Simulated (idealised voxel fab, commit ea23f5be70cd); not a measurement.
The process module that follows is named voxel gate over fins.
The figure presents cross-section cut, which has a width of 210 nm and is divided into square cells with an edge length of 5 nm.
If you're reading a cross-section in this doc, picture square cells in a grid; it comes to you as bands, top ones listed first down to the bottom, and a band can be one or more rows of cells. Band entry format. Leading values: height of top, height of bottom, nm. Remainder: materials in left-to-right order, each with its width in nm. Special words: "full width" on a single material, which then fills the band edge to edge; "blank", empty space. Height 0 is the level under which the wafer as received is all one material. The lowest band goes on downwards, as in "z 0 and below". Graded width ("30->40"): value in top row of band = first number; value in bottom row = second number; row-to-row change constant. Step note "remains unaltered" = no cross-section cell changed. Voids not open to the top, 8 cells minimum: see "Fully sealed cavities". Written width x height at distance; distance is from the left edge; nm. Read whatever lies past the settings on a step's line as the simulator's own remark about the step. overlay nm: how far to the right of its planned place the mask lay on this masked step (negative: to the left).
Planned step list for the process:
| 1 | RECEIVE, material Si |
| 2 | CONFORMAL_DEP, material SiN, thk nm 10 |
| 3 | DIRECTIONAL_DEP, material aC, thk nm 15 |
| 4 | PATTERN, tone cover, mask id FINS, material resist, width nm 15, pitch nm 50, thk nm 30, overlay nm 0 |
| 5 | DIRECTIONAL_ETCH, etch materials aC, depth nm 15 |
| 6 | STRIP, etch materials resist |
| 7 | DIRECTIONAL_ETCH, etch materials SiN, depth nm 10 |
| 8 | DIRECTIONAL_ETCH, etch materials Si, depth nm 35 |
| 9 | STRIP, etch materials aC |
| 10 | FILL_DEP, material SiO2, thk nm 10 |
| 11 | CMP, height nm 10 |
| 12 | MASKED_ETCH, tone open, mask id RAIL, width nm 15, etch materials SiO2, depth nm 40, overlay nm 0 |
| 13 | CONFORMAL_DEP, material TiN, thk nm 5 |
| 14 | FILL_DEP, material W, thk nm 5 |
| 15 | CMP, height nm 10 |
| 16 | SELECTIVE_ETCH, etch materials W Ru TiN, depth nm 25 |
| 17 | FILL_DEP, material SiO2, thk nm 5 |
| 18 | CMP, height nm 10 |
| 19 | SELECTIVE_ETCH, etch materials SiO2, depth nm 20 |
| 20 | STRIP, etch materials SiN |
| 21 | CONFORMAL_DEP, material HfO2, thk nm 5 |
| 22 | CONFORMAL_DEP, material TiN, thk nm 5 |
| 23 | CONFORMAL_DEP, material TiAl, thk nm 5 |
| 24 | CONFORMAL_DEP, material TiN, thk nm 5 |
| 25 | FILL_DEP, material W, thk nm 15 |
| 26 | CMP, height nm 30 |
| 27 | CONFORMAL_DEP, material SiN, thk nm 5 |
Wafer cross-section on receipt, i.e. after step 1:
  z 0 and below = Si full width
  Fully sealed cavities: none
The first of two wafers, cross-sectioned at the end of the module, with the run proceeding as planned:
  z 35 to 30 = SiN full width
  z 30 to 20 = W full width
  z 20 to 15 = 25 nm W, 155 nm TiN, 30 nm W
  z 15 to 10 = 25 nm W, 5 nm TiN, 45 nm TiAl, 5 nm TiN, 45 nm TiAl, 5 nm TiN, 45 nm TiAl, 5 nm TiN, 30 nm W
  z 10 to 5 = 30 nm TiN, 5 nm TiAl, 35 nm TiN, 5 nm TiAl, 5 nm TiN, 5 nm TiAl, 35 nm TiN, 5 nm TiAl, 5 nm TiN, 5 nm TiAl, 35 nm TiN, 5 nm TiAl, 35 nm TiN
  z 5 to 0 = 35 nm TiAl, 5 nm TiN, 25 nm HfO2, 5 nm TiN, 15 nm TiAl, 5 nm TiN, 25 nm HfO2, 5 nm TiN, 15 nm TiAl, 5 nm TiN, 25 nm HfO2, 5 nm TiN, 40 nm TiAl
  z 0 to -5 = 40 nm TiN, 5 nm HfO2, 15 nm Si, 5 nm HfO2, 25 nm TiN, 5 nm HfO2, 15 nm Si, 5 nm HfO2, 25 nm TiN, 5 nm HfO2, 15 nm Si, 5 nm HfO2, 45 nm TiN
  z -5 to -10 = 45 nm HfO2, 15 nm Si, 35 nm HfO2, 15 nm Si, 35 nm HfO2, 15 nm Si, 50 nm HfO2
  z -10 to -15 = 45 nm SiO2, 15 nm Si, 35 nm SiO2, 15 nm Si, 35 nm SiO2, 15 nm Si, 50 nm SiO2
  z -15 to -25 = 45 nm SiO2, 15 nm Si, 10 nm SiO2, 5 nm TiN, 5 nm W, 5 nm TiN, 10 nm SiO2, 15 nm Si, 35 nm SiO2, 15 nm Si, 50 nm SiO2
  z -25 to -30 = 45 nm SiO2, 15 nm Si, 10 nm SiO2, 15 nm TiN, 10 nm SiO2, 15 nm Si, 35 nm SiO2, 15 nm Si, 50 nm SiO2
  z -30 to -35 = 45 nm SiO2, 15 nm Si, 35 nm SiO2, 15 nm Si, 35 nm SiO2, 15 nm Si, 50 nm SiO2
  z -35 and below = Si full width
  Fully sealed cavities: none
Presented here is a cross-section of the second of the two wafers as it stood at the end of the module. It was started in the same manner and assigned the same plan as the first wafer; however, one mistake was made in its execution:
  z 35 to 30 = SiN full width
  z 30 to 20 = W full width
  z 20 to 15 = 25 nm W, 160 nm TiN, 25 nm W
  z 15 to 10 = 25 nm W, 5 nm TiN, 150 nm TiAl, 5 nm TiN, 25 nm W
  z 10 to 5 = 30 nm TiN, 5 nm TiAl, 40 nm TiN, 10 nm TiAl, 40 nm TiN, 10 nm TiAl, 40 nm TiN, 5 nm TiAl, 30 nm TiN
  z 5 to 0 = 35 nm TiAl, 5 nm TiN, 30 nm HfO2, 5 nm TiN, 10 nm TiAl, 5 nm TiN, 30 nm HfO2, 5 nm TiN, 10 nm TiAl, 5 nm TiN, 30 nm HfO2, 5 nm TiN, 35 nm TiAl
  z 0 to -5 = 40 nm TiN, 5 nm HfO2, 20 nm Si, 5 nm HfO2, 20 nm TiN, 5 nm HfO2, 20 nm Si, 5 nm HfO2, 20 nm TiN, 5 nm HfO2, 20 nm Si, 5 nm HfO2, 40 nm TiN
  z -5 to -10 = 45 nm HfO2, 20 nm Si, 30 nm HfO2, 20 nm Si, 30 nm HfO2, 20 nm Si, 45 nm HfO2
  z -10 to -15 = 45 nm SiO2, 20 nm Si, 30 nm SiO2, 20 nm Si, 30 nm SiO2, 20 nm Si, 45 nm SiO2
  z -15 to -25 = 45 nm SiO2, 20 nm Si, 5 nm SiO2, 5 nm TiN, 5 nm W, 5 nm TiN, 10 nm SiO2, 20 nm Si, 30 nm SiO2, 20 nm Si, 45 nm SiO2
  z -25 to -30 = 45 nm SiO2, 20 nm Si, 5 nm SiO2, 15 nm TiN, 10 nm SiO2, 20 nm Si, 30 nm SiO2, 20 nm Si, 45 nm SiO2
  z -30 to -35 = 45 nm SiO2, 20 nm Si, 30 nm SiO2, 20 nm Si, 30 nm SiO2, 20 nm Si, 45 nm SiO2
  z -35 and below = Si full width
  Fully sealed cavities: none
What was the processing mistake? planned and actual differ for step 4; actual: PATTERN, tone cover, mask id FINS, material resist, width nm 20, pitch nm 50, thk nm 30, overlay nm 0
Final tally in cells, some materials are higher or lower on the second wafer than on the first: 21 more of Si | 15 fewer of SiO2 | 4 fewer of TiN | 2 fewer of W
